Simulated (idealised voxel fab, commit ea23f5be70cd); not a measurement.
Process module name: voxel ribs on slabs
It is cross-section cut that appears here, measuring 200 nm in width, its square cells being 5 nm in size.
Format of a cross-section: grid, square cells. Given as bands. Order: top down. Band: one or more rows of cells. What a band's entry tells you: where the top is and where the bottom is, as heights in nm, and after that what lies inside, material by material from left to right, each with its width in nm. Empty space is written as the word "air", and a single material marked with the word "edge to edge" occupies the band from edge to edge. Height 0 is the level under which the wafer as received is all one material. The lowest band goes on downwards, as in "z 0 and below". The two numbers in a width such as "30 to 40" mark its ends across the band: the first belongs to the top row of cells, the second to the bottom row, and from each row to the next the width moves by the same amount. Step marked "identical to before"? Then no cell in the cross-section changed in it. So "Unvented voids" is basically the list of trapped voids: any empty space of 8 cells or more that can't reach the top through an opening. They're written width x height at distance, the distance being from the left edge, and it's all nm. Formally, on a step line, whatever follows the settings is a remark that the simulator itself makes on the step. Regarding "overlay nm": on a step with a mask, it is the distance the mask lay to the right of its planned place; a negative value places it to the left. Before/after cross-section pairs, one process step each; after shown to lowest changed band; step and settings beneath. Pairs may be from different runs of this module on the same starting wafer; a pair continues from the one above only where its "Before processing" entry says so.

## Before processing
	z 0 and below = Si edge to edge
	Unvented voids: none

## Structure After Step
	z 30 to 0 = SiO2 edge to edge
	Heights below 0 show no change.
	Unvented voids: none
What sits between those two cross-sections? DIRECTIONAL_DEP: material SiO2, thk nm 30

Before processing: identical to the post-step cross-section of the immediately preceding pair.

## Structure After Step
	z 45 to 30 = SiN edge to edge
	Heights below 30 show no change.
	Unvented voids: none
What sits between those two cross-sections? DIRECTIONAL_DEP: material SiN, thk nm 15

Before processing: identical to the post-step cross-section of the immediately preceding pair.

## Structure After Step
	z 65 to 45 = air=85; resist=30; air=85
	Heights below 45 show no change.
	Unvented voids: none
What sits between those two cross-sections? PATTERN: tone cover, mask id RIB, material resist, width nm 30, thk nm 20, overlay nm 0

Before processing: identical to the post-step cross-section of the immediately preceding pair.

## Structure After Step
	z 65 to 45 = air=85; resist=30; air=85
	z 45 to 40 = air=85; SiN=30; air=85
	Heights below 40 show no change.
	Unvented voids: none
What sits between those two cross-sections? DIRECTIONAL_ETCH: etch materials SiN, depth nm 5

Before processing: identical to the post-step cross-section of the immediately preceding pair.

## Structure After Step
	z 45 to 40 = air=85; SiN=30; air=85
	Heights below 40 show no change.
	Unvented voids: none
What sits between those two cross-sections? STRIP: etch materials resist

Before processing: identical to the post-step cross-section of the immediately preceding pair.

## Structure After Step
	z 65 to 45 = air=65; resist=70; air=65
	z 45 to 40 = air=65; resist=20; SiN=30; resist=20; air=65
	Heights below 40 show no change.
	Unvented voids: none
What sits between those two cross-sections? PATTERN: tone cover, mask id SLAB, material resist, width nm 70, thk nm 20, overlay nm 0

Before processing: identical to the post-step cross-section of the immediately preceding pair.

## Structure After Step
	z 65 to 45 = air=65; resist=70; air=65
	z 45 to 40 = air=65; resist=20; SiN=30; resist=20; air=65
	z 40 to 30 = air=65; SiN=70; air=65
	Heights below 30 show no change.
	Unvented voids: none
What sits between those two cross-sections? DIRECTIONAL_ETCH: etch materials SiN, depth nm 10

Before processing: identical to the post-step cross-section of the immediately preceding pair.

## Structure After Step
	z 45 to 40 = air=85; SiN=30; air=85
	Heights below 40 show no change.
	Unvented voids: none
What sits between those two cross-sections? STRIP: etch materials resist

Before processing: identical to the post-step cross-section of the immediately preceding pair.

## Structure After Step
	z 70 to 45 = SiO2 edge to edge
	z 45 to 40 = SiO2=85; SiN=30; SiO2=85
	z 40 to 30 = SiO2=65; SiN=70; SiO2=65
	Heights below 30 show no change.
	Unvented voids: none
What sits between those two cross-sections? FILL_DEP: material SiO2, thk nm 25

Before processing: identical to the post-step cross-section of the immediately preceding pair.

## Structure After Step
	z 60 to 45 = SiO2 edge to edge
	Heights below 45 show no change.
	Unvented voids: none
What sits between those two cross-sections? CMP: height nm 60

Before processing: identical to the post-step cross-section of the immediately preceding pair.

## Structure After Step
	z 65 to 60 = TiN edge to edge
	Heights below 60 show no change.
	Unvented voids: none
What sits between those two cross-sections? DIRECTIONAL_DEP: material TiN, thk nm 5

Before processing: identical to the post-step cross-section of the immediately preceding pair.

## Structure After Step
	z 80 to 65 = air=80; resist=40; air=80
	Heights below 65 show no change.
	Unvented voids: none
What sits between those two cross-sections? PATTERN: tone cover, mask id HEATER, material resist, width nm 40, thk nm 15, overlay nm 0

Before processing: identical to the post-step cross-section of the immediately preceding pair.

## Structure After Step
	z 80 to 65 = air=80; resist=40; air=80
	z 65 to 60 = air=80; TiN=40; air=80
	Heights below 60 show no change.
	Unvented voids: none
What sits between those two cross-sections? DIRECTIONAL_ETCH: etch materials TiN, depth nm 5

Before processing: identical to the post-step cross-section of the immediately preceding pair.

## Structure After Step
	z 65 to 60 = air=80; TiN=40; air=80
	Heights below 60 show no change.
	Unvented voids: none
What sits between those two cross-sections? STRIP: etch materials resist

Before processing: identical to the post-step cross-section of the immediately preceding pair.

## Structure After Step
	z 75 to 70 = air=70; SiO2=60; air=70
	z 70 to 65 = SiO2 edge to edge
	z 65 to 60 = SiO2=80; TiN=40; SiO2=80
	Heights below 60 show no change.
	Unvented voids: none
What sits between those two cross-sections? CONFORMAL_DEP: material SiO2, thk nm 10

## Before processing
	z 45 to 30 = SiN edge to edge
	z 30 to 0 = SiO2 edge to edge
	z 0 and below = Si edge to edge
	Unvented voids: none

## Structure After Step
	z 60 to 30 = SiN edge to edge
	Heights below 30 show no change.
	Unvented voids: none
What sits between those two cross-sections? DIRECTIONAL_DEP: material SiN, thk nm 15

Before processing: identical to the post-step cross-section of the immediately preceding pair.

## Structure After Step
	z 80 to 60 = air=85; resist=30; air=85
	Heights below 60 show no change.
	Unvented voids: none
What sits between those two cross-sections? PATTERN: tone cover, mask id RIB, material resist, width nm 30, thk nm 20, overlay nm 0

Before processing: identical to the post-step cross-section of the immediately preceding pair.

## Structure After Step
	z 80 to 60 = air=85; resist=30; air=85
	z 60 to 55 = air=85; SiN=30; air=85
	Heights below 55 show no change.
	Unvented voids: none
What sits between those two cross-sections? DIRECTIONAL_ETCH: etch materials SiN, depth nm 5

Before processing: identical to the post-step cross-section of the immediately preceding pair.

## Structure After Step
	z 60 to 55 = air=85; SiN=30; air=85
	Heights below 55 show no change.
	Unvented voids: none
What sits between those two cross-sections? STRIP: etch materials resist

Before processing: identical to the post-step cross-section of the immediately preceding pair.

## Structure After Step
	z 80 to 60 = air=65; resist=70; air=65
	z 60 to 55 = air=65; resist=20; SiN=30; resist=20; air=65
	Heights below 55 show no change.
	Unvented voids: none
What sits between those two cross-sections? PATTERN: tone cover, mask id SLAB, material resist, width nm 70, thk nm 20, overlay nm 0

Before processing: identical to the post-step cross-section of the immediately preceding pair.

## Structure After Step
	z 80 to 60 = air=65; resist=70; air=65
	z 60 to 55 = air=65; resist=20; SiN=30; resist=20; air=65
	z 55 to 45 = air=65; SiN=70; air=65
	Heights below 45 show no change.
	Unvented voids: none
What sits between those two cross-sections? DIRECTIONAL_ETCH: etch materials SiN, depth nm 10

Before processing: identical to the post-step cross-section of the immediately preceding pair.

## Structure After Step
	z 60 to 55 = air=85; SiN=30; air=85
	Heights below 55 show no change.
	Unvented voids: none
What sits between those two cross-sections? STRIP: etch materials resist

Before processing: identical to the post-step cross-section of the immediately preceding pair.

## Structure After Step
	z 85 to 60 = SiO2 edge to edge
	z 60 to 55 = SiO2=85; SiN=30; SiO2=85
	z 55 to 45 = SiO2=65; SiN=70; SiO2=65
	Heights below 45 show no change.
	Unvented voids: none
What sits between those two cross-sections? FILL_DEP: material SiO2, thk nm 25

Before processing: identical to the post-step cross-section of the immediately preceding pair.

## Structure After Step
	z 60 to 55 = SiO2=85; SiN=30; SiO2=85
	Heights below 55 show no change.
	Unvented voids: none
What sits between those two cross-sections? CMP: height nm 60

Before processing: identical to the post-step cross-section of the immediately preceding pair.

## Structure After Step
	z 65 to 60 = TiN edge to edge
	Heights below 60 show no change.
	Unvented voids: none
What sits between those two cross-sections? DIRECTIONAL_DEP: material TiN, thk nm 5

Before processing: identical to the post-step cross-section of the immediately preceding pair.

## Structure After Step
	z 80 to 65 = air=80; resist=40; air=80
	Heights below 65 show no change.
	Unvented voids: none
What sits between those two cross-sections? PATTERN: tone cover, mask id HEATER, material resist, width nm 40, thk nm 15, overlay nm 0

Before processing: identical to the post-step cross-section of the immediately preceding pair.

## Structure After Step
	z 80 to 65 = air=80; resist=40; air=80
	z 65 to 60 = air=80; TiN=40; air=80
	Heights below 60 show no change.
	Unvented voids: none
What sits between those two cross-sections? DIRECTIONAL_ETCH: etch materials TiN, depth nm 5

Before processing: identical to the post-step cross-section of the immediately preceding pair.

## Structure After Step
	z 65 to 60 = air=80; TiN=40; air=80
	Heights below 60 show no change.
	Unvented voids: none
What sits between those two cross-sections? STRIP: etch materials resist

Before processing: identical to the post-step cross-section of the immediately preceding pair.

## Structure After Step
	z 75 to 70 = air=70; SiO2=60; air=70
	z 70 to 65 = SiO2 edge to edge
	z 65 to 60 = SiO2=80; TiN=40; SiO2=80
	Heights below 60 show no change.
	Unvented voids: none
What sits between those two cross-sections? CONFORMAL_DEP: material SiO2, thk nm 10

## Before processing
	z 30 to 0 = SiO2 edge to edge
	z 0 and below = Si edge to edge
	Unvented voids: none

## Structure After Step
	z 50 to 30 = air=85; resist=30; air=85
	Heights below 30 show no change.
	Unvented voids: none
What sits between those two cross-sections? PATTERN: tone cover, mask id RIB, material resist, width nm 30, thk nm 20, overlay nm 0

Before processing: identical to the post-step cross-section of the immediately preceding pair.

## Structure After Step
	z 65 to 50 = air=85; SiN=30; air=85
	z 50 to 45 = air=85; resist=30; air=85
	z 45 to 30 = SiN=85; resist=30; SiN=85
	Heights below 30 show no change.
	Unvented voids: none
What sits between those two cross-sections? DIRECTIONAL_DEP: material SiN, thk nm 15

Before processing: identical to the post-step cross-section of the immediately preceding pair.

## Structure After Step
	z 60 to 50 = air=85; SiN=30; air=85
	z 50 to 40 = air=85; resist=30; air=85
	Heights below 40 show no change.
	Unvented voids: none
What sits between those two cross-sections? DIRECTIONAL_ETCH: etch materials SiN, depth nm 5

Before processing: identical to the post-step cross-section of the immediately preceding pair.

## Structure After Step
	z 40 to 30 = SiN=85; air=30; SiN=85
	Heights below 30 show no change.
	Unvented voids: none
What sits between those two cross-sections? STRIP: etch materials resist

Before processing: identical to the post-step cross-section of the immediately preceding pair.

## Structure After Step
	z 60 to 40 = air=65; resist=70; air=65
	z 40 to 30 = SiN=85; resist=30; SiN=85
	Heights below 30 show no change.
	Unvented voids: none
What sits between those two cross-sections? PATTERN: tone cover, mask id SLAB, material resist, width nm 70, thk nm 20, overlay nm 0

Before processing: identical to the post-step cross-section of the immediately preceding pair.

## Structure After Step
	z 60 to 40 = air=65; resist=70; air=65
	z 40 to 30 = air=65; SiN=20; resist=30; SiN=20; air=65
	Heights below 30 show no change.
	Unvented voids: none
What sits between those two cross-sections? DIRECTIONAL_ETCH: etch materials SiN, depth nm 10

Before processing: identical to the post-step cross-section of the immediately preceding pair.

## Structure After Step
	z 40 to 30 = air=65; SiN=20; air=30; SiN=20; air=65
	Heights below 30 show no change.
	Unvented voids: none
What sits between those two cross-sections? STRIP: etch materials resist

Before processing: identical to the post-step cross-section of the immediately preceding pair.

## Structure After Step
	z 65 to 40 = SiO2 edge to edge
	z 40 to 30 = SiO2=65; SiN=20; SiO2=30; SiN=20; SiO2=65
	Heights below 30 show no change.
	Unvented voids: none
What sits between those two cross-sections? FILL_DEP: material SiO2, thk nm 25

Before processing: identical to the post-step cross-section of the immediately preceding pair.

## Structure After Step
	z 60 to 40 = SiO2 edge to edge
	Heights below 40 show no change.
	Unvented voids: none
What sits between those two cross-sections? CMP: height nm 60

Before processing: identical to the post-step cross-section of the immediately preceding pair.

## Structure After Step
	z 65 to 60 = TiN edge to edge
	Heights below 60 show no change.
	Unvented voids: none
What sits between those two cross-sections? DIRECTIONAL_DEP: material TiN, thk nm 5

Before processing: identical to the post-step cross-section of the immediately preceding pair.

## Structure After Step
	z 80 to 65 = air=80; resist=40; air=80
	Heights below 65 show no change.
	Unvented voids: none
What sits between those two cross-sections? PATTERN: tone cover, mask id HEATER, material resist, width nm 40, thk nm 15, overlay nm 0

Before processing: identical to the post-step cross-section of the immediately preceding pair.

## Structure After Step
	z 80 to 65 = air=80; resist=40; air=80
	z 65 to 60 = air=80; TiN=40; air=80
	Heights below 60 show no change.
	Unvented voids: none
What sits between those two cross-sections? DIRECTIONAL_ETCH: etch materials TiN, depth nm 5

Before processing: identical to the post-step cross-section of the immediately preceding pair.

## Structure After Step
	z 65 to 60 = air=80; TiN=40; air=80
	Heights below 60 show no change.
	Unvented voids: none
What sits between those two cross-sections? STRIP: etch materials resist

Before processing: identical to the post-step cross-section of the immediately preceding pair.

## Structure After Step
	z 75 to 70 = air=70; SiO2=60; air=70
	z 70 to 65 = SiO2 edge to edge
	z 65 to 60 = SiO2=80; TiN=40; SiO2=80
	Heights below 60 show no change.
	Unvented voids: none
What sits between those two cross-sections? CONFORMAL_DEP: material SiO2, thk nm 10

## Before processing
	z 30 to 0 = SiO2 edge to edge
	z 0 and below = Si edge to edge
	Unvented voids: none

## Structure After Step
	z 55 to 30 = SiN edge to edge
	Heights below 30 show no change.
	Unvented voids: none
What sits between those two cross-sections? DIRECTIONAL_DEP: material SiN, thk nm 25

Before processing: identical to the post-step cross-section of the immediately preceding pair.

## Structure After Step
	z 75 to 55 = air=85; resist=30; air=85
	Heights below 55 show no change.
	Unvented voids: none
What sits between those two cross-sections? PATTERN: tone cover, mask id RIB, material resist, width nm 30, thk nm 20, overlay nm 0

Before processing: identical to the post-step cross-section of the immediately preceding pair.

## Structure After Step
	z 75 to 55 = air=85; resist=30; air=85
	z 55 to 50 = air=85; SiN=30; air=85
	Heights below 50 show no change.
	Unvented voids: none
What sits between those two cross-sections? DIRECTIONAL_ETCH: etch materials SiN, depth nm 5

Before processing: identical to the post-step cross-section of the immediately preceding pair.

## Structure After Step
	z 55 to 50 = air=85; SiN=30; air=85
	Heights below 50 show no change.
	Unvented voids: none
What sits between those two cross-sections? STRIP: etch materials resist

Before processing: identical to the post-step cross-section of the immediately preceding pair.

## Structure After Step
	z 75 to 55 = air=65; resist=70; air=65
	z 55 to 50 = air=65; resist=20; SiN=30; resist=20; air=65
	Heights below 50 show no change.
	Unvented voids: none
What sits between those two cross-sections? PATTERN: tone cover, mask id SLAB, material resist, width nm 70, thk nm 20, overlay nm 0

Before processing: identical to the post-step cross-section of the immediately preceding pair.

## Structure After Step
	z 75 to 55 = air=65; resist=70; air=65
	z 55 to 50 = air=65; resist=20; SiN=30; resist=20; air=65
	z 50 to 40 = air=65; SiN=70; air=65
	Heights below 40 show no change.
	Unvented voids: none
What sits between those two cross-sections? DIRECTIONAL_ETCH: etch materials SiN, depth nm 10

Before processing: identical to the post-step cross-section of the immediately preceding pair.

## Structure After Step
	z 55 to 50 = air=85; SiN=30; air=85
	Heights below 50 show no change.
	Unvented voids: none
What sits between those two cross-sections? STRIP: etch materials resist

Before processing: identical to the post-step cross-section of the immediately preceding pair.

## Structure After Step
	z 80 to 55 = SiO2 edge to edge
	z 55 to 50 = SiO2=85; SiN=30; SiO2=85
	z 50 to 40 = SiO2=65; SiN=70; SiO2=65
	Heights below 40 show no change.
	Unvented voids: none
What sits between those two cross-sections? FILL_DEP: material SiO2, thk nm 25

Before processing: identical to the post-step cross-section of the immediately preceding pair.

## Structure After Step
	z 60 to 55 = SiO2 edge to edge
	Heights below 55 show no change.
	Unvented voids: none
What sits between those two cross-sections? CMP: height nm 60

Before processing: identical to the post-step cross-section of the immediately preceding pair.

## Structure After Step
	z 65 to 60 = TiN edge to edge
	Heights below 60 show no change.
	Unvented voids: none
What sits between those two cross-sections? DIRECTIONAL_DEP: material TiN, thk nm 5

Before processing: identical to the post-step cross-section of the immediately preceding pair.

## Structure After Step
	z 80 to 65 = air=80; resist=40; air=80
	Heights below 65 show no change.
	Unvented voids: none
What sits between those two cross-sections? PATTERN: tone cover, mask id HEATER, material resist, width nm 40, thk nm 15, overlay nm 0

Before processing: identical to the post-step cross-section of the immediately preceding pair.

## Structure After Step
	z 80 to 65 = air=80; resist=40; air=80
	z 65 to 60 = air=80; TiN=40; air=80
	Heights below 60 show no change.
	Unvented voids: none
What sits between those two cross-sections? DIRECTIONAL_ETCH: etch materials TiN, depth nm 5

Before processing: identical to the post-step cross-section of the immediately preceding pair.

## Structure After Step
	z 65 to 60 = air=80; TiN=40; air=80
	Heights below 60 show no change.
	Unvented voids: none
What sits between those two cross-sections? STRIP: etch materials resist

Before processing: identical to the post-step cross-section of the immediately preceding pair.

## Structure After Step
	z 75 to 70 = air=70; SiO2=60; air=70
	z 70 to 65 = SiO2 edge to edge
	z 65 to 60 = SiO2=80; TiN=40; SiO2=80
	Heights below 60 show no change.
	Unvented voids: none
What sits between those two cross-sections? CONFORMAL_DEP: material SiO2, thk nm 10

## Before processing
	z 65 to 60 = TiN edge to edge
	z 60 to 45 = SiO2 edge to edge
	z 45 to 40 = SiO2=85; SiN=30; SiO2=85
	z 40 to 30 = SiO2=65; SiN=70; SiO2=65
	z 30 to 0 = SiO2 edge to edge
	z 0 and below = Si edge to edge
	Unvented voids: none

## Structure After Step
	z 80 to 65 = air=75; resist=50; air=75
	Heights below 65 show no change.
	Unvented voids: none
What sits between those two cross-sections? PATTERN: tone cover, mask id HEATER, material resist, width nm 50, thk nm 15, overlay nm 0

Before processing: identical to the post-step cross-section of the immediately preceding pair.

## Structure After Step
	z 80 to 65 = air=75; resist=50; air=75
	z 65 to 60 = air=75; TiN=50; air=75
	Heights below 60 show no change.
	Unvented voids: none
What sits between those two cross-sections? DIRECTIONAL_ETCH: etch materials TiN, depth nm 5

Before processing: identical to the post-step cross-section of the immediately preceding pair.

## Structure After Step
	z 65 to 60 = air=75; TiN=50; air=75
	Heights below 60 show no change.
	Unvented voids: none
What sits between those two cross-sections? STRIP: etch materials resist

Before processing: identical to the post-step cross-section of the immediately preceding pair.

## Structure After Step
	z 75 to 70 = air=65; SiO2=70; air=65
	z 70 to 65 = SiO2 edge to edge
	z 65 to 60 = SiO2=75; TiN=50; SiO2=75
	Heights below 60 show no change.
	Unvented voids: none
What sits between those two cross-sections? CONFORMAL_DEP: material SiO2, thk nm 10

## Before processing
	z 65 to 60 = TiN edge to edge
	z 60 to 45 = SiO2 edge to edge
	z 45 to 40 = SiO2=85; SiN=30; SiO2=85
	z 40 to 30 = SiO2=65; SiN=70; SiO2=65
	z 30 to 0 = SiO2 edge to edge
	z 0 and below = Si edge to edge
	Unvented voids: none

## Structure After Step
	z 80 to 65 = air=75; resist=40; air=85
	Heights below 65 show no change.
	Unvented voids: none
What sits between those two cross-sections? PATTERN: tone cover, mask id HEATER, material resist, width nm 40, thk nm 15, overlay nm -5

Before processing: identical to the post-step cross-section of the immediately preceding pair.

## Structure After Step
	z 80 to 65 = air=75; resist=40; air=85
	z 65 to 60 = air=75; TiN=40; air=85
	Heights below 60 show no change.
	Unvented voids: none
What sits between those two cross-sections? DIRECTIONAL_ETCH: etch materials TiN, depth nm 5

Before processing: identical to the post-step cross-section of the immediately preceding pair.

## Structure After Step
	z 65 to 60 = air=75; TiN=40; air=85
	Heights below 60 show no change.
	Unvented voids: none
What sits between those two cross-sections? STRIP: etch materials resist

Before processing: identical to the post-step cross-section of the immediately preceding pair.

## Structure After Step
	z 75 to 70 = air=65; SiO2=60; air=75
	z 70 to 65 = SiO2 edge to edge
	z 65 to 60 = SiO2=75; TiN=40; SiO2=85
	Heights below 60 show no change.
	Unvented voids: none
What sits between those two cross-sections? CONFORMAL_DEP: material SiO2, thk nm 10

## Before processing
	z 60 to 45 = SiO2 edge to edge
	z 45 to 40 = SiO2=85; SiN=30; SiO2=85
	z 40 to 30 = SiO2=65; SiN=70; SiO2=65
	z 30 to 0 = SiO2 edge to edge
	z 0 and below = Si edge to edge
	Unvented voids: none

## Structure After Step
	z 65 to 45 = SiO2 edge to edge
	Heights below 45 show no change.
	Unvented voids: none
What sits between those two cross-sections? DIRECTIONAL_DEP: material SiO2, thk nm 5

Before processing: identical to the post-step cross-section of the immediately preceding pair.

## Structure After Step
	z 80 to 65 = air=80; resist=40; air=80
	Heights below 65 show no change.
	Unvented voids: none
What sits between those two cross-sections? PATTERN: tone cover, mask id HEATER, material resist, width nm 40, thk nm 15, overlay nm 0

Before processing: identical to the post-step cross-section of the immediately preceding pair.

## Structure After Step
	z 65 to 45 = SiO2 edge to edge
	Heights below 45 show no change.
	Unvented voids: none
What sits between those two cross-sections? STRIP: etch materials resist

Before processing: identical to the post-step cross-section of the immediately preceding pair.

## Structure After Step
	z 75 to 45 = SiO2 edge to edge
	Heights below 45 show no change.
	Unvented voids: none
What sits between those two cross-sections? CONFORMAL_DEP: material SiO2, thk nm 10

## Before processing
	z 45 to 30 = SiN edge to edge
	z 30 to 0 = SiO2 edge to edge
	z 0 and below = Si edge to edge
	Unvented voids: none

## Structure After Step
	z 65 to 45 = resist=85; air=30; resist=85
	Heights below 45 show no change.
	Unvented voids: none
What sits between those two cross-sections? PATTERN: tone open, mask id RIB, material resist, width nm 30, thk nm 20, overlay nm 0

Before processing: identical to the post-step cross-section of the immediately preceding pair.

## Structure After Step
	z 65 to 45 = resist=85; air=30; resist=85
	z 45 to 40 = SiN=85; air=30; SiN=85
	Heights below 40 show no change.
	Unvented voids: none
What sits between those two cross-sections? DIRECTIONAL_ETCH: etch materials SiN, depth nm 5

Before processing: identical to the post-step cross-section of the immediately preceding pair.

## Structure After Step
	z 45 to 40 = SiN=85; air=30; SiN=85
	Heights below 40 show no change.
	Unvented voids: none
What sits between those two cross-sections? STRIP: etch materials resist

Before processing: identical to the post-step cross-section of the immediately preceding pair.

## Structure After Step
	z 65 to 45 = air=65; resist=70; air=65
	z 45 to 40 = SiN=85; resist=30; SiN=85
	Heights below 40 show no change.
	Unvented voids: none
What sits between those two cross-sections? PATTERN: tone cover, mask id SLAB, material resist, width nm 70, thk nm 20, overlay nm 0

Before processing: identical to the post-step cross-section of the immediately preceding pair.

## Structure After Step
	z 65 to 45 = air=65; resist=70; air=65
	z 45 to 40 = air=65; SiN=20; resist=30; SiN=20; air=65
	z 40 to 35 = air=65; SiN=70; air=65
	Heights below 35 show no change.
	Unvented voids: none
What sits between those two cross-sections? DIRECTIONAL_ETCH: etch materials SiN, depth nm 10

Before processing: identical to the post-step cross-section of the immediately preceding pair.

## Structure After Step
	z 45 to 40 = air=65; SiN=20; air=30; SiN=20; air=65
	Heights below 40 show no change.
	Unvented voids: none
What sits between those two cross-sections? STRIP: etch materials resist

Before processing: identical to the post-step cross-section of the immediately preceding pair.

## Structure After Step
	z 70 to 45 = SiO2 edge to edge
	z 45 to 40 = SiO2=65; SiN=20; SiO2=30; SiN=20; SiO2=65
	z 40 to 35 = SiO2=65; SiN=70; SiO2=65
	Heights below 35 show no change.
	Unvented voids: none
What sits between those two cross-sections? FILL_DEP: material SiO2, thk nm 25

Before processing: identical to the post-step cross-section of the immediately preceding pair.

## Structure After Step
	z 60 to 45 = SiO2 edge to edge
	Heights below 45 show no change.
	Unvented voids: none
What sits between those two cross-sections? CMP: height nm 60

Before processing: identical to the post-step cross-section of the immediately preceding pair.

## Structure After Step
	z 65 to 60 = TiN edge to edge
	Heights below 60 show no change.
	Unvented voids: none
What sits between those two cross-sections? DIRECTIONAL_DEP: material TiN, thk nm 5

Before processing: identical to the post-step cross-section of the immediately preceding pair.

## Structure After Step
	z 80 to 65 = air=80; resist=40; air=80
	Heights below 65 show no change.
	Unvented voids: none
What sits between those two cross-sections? PATTERN: tone cover, mask id HEATER, material resist, width nm 40, thk nm 15, overlay nm 0

Before processing: identical to the post-step cross-section of the immediately preceding pair.

## Structure After Step
	z 80 to 65 = air=80; resist=40; air=80
	z 65 to 60 = air=80; TiN=40; air=80
	Heights below 60 show no change.
	Unvented voids: none
What sits between those two cross-sections? DIRECTIONAL_ETCH: etch materials TiN, depth nm 5

Before processing: identical to the post-step cross-section of the immediately preceding pair.

## Structure After Step
	z 65 to 60 = air=80; TiN=40; air=80
	Heights below 60 show no change.
	Unvented voids: none
What sits between those two cross-sections? STRIP: etch materials resist

Before processing: identical to the post-step cross-section of the immediately preceding pair.

## Structure After Step
	z 75 to 70 = air=70; SiO2=60; air=70
	z 70 to 65 = SiO2 edge to edge
	z 65 to 60 = SiO2=80; TiN=40; SiO2=80
	Heights below 60 show no change.
	Unvented voids: none
What sits between those two cross-sections? CONFORMAL_DEP: material SiO2, thk nm 10
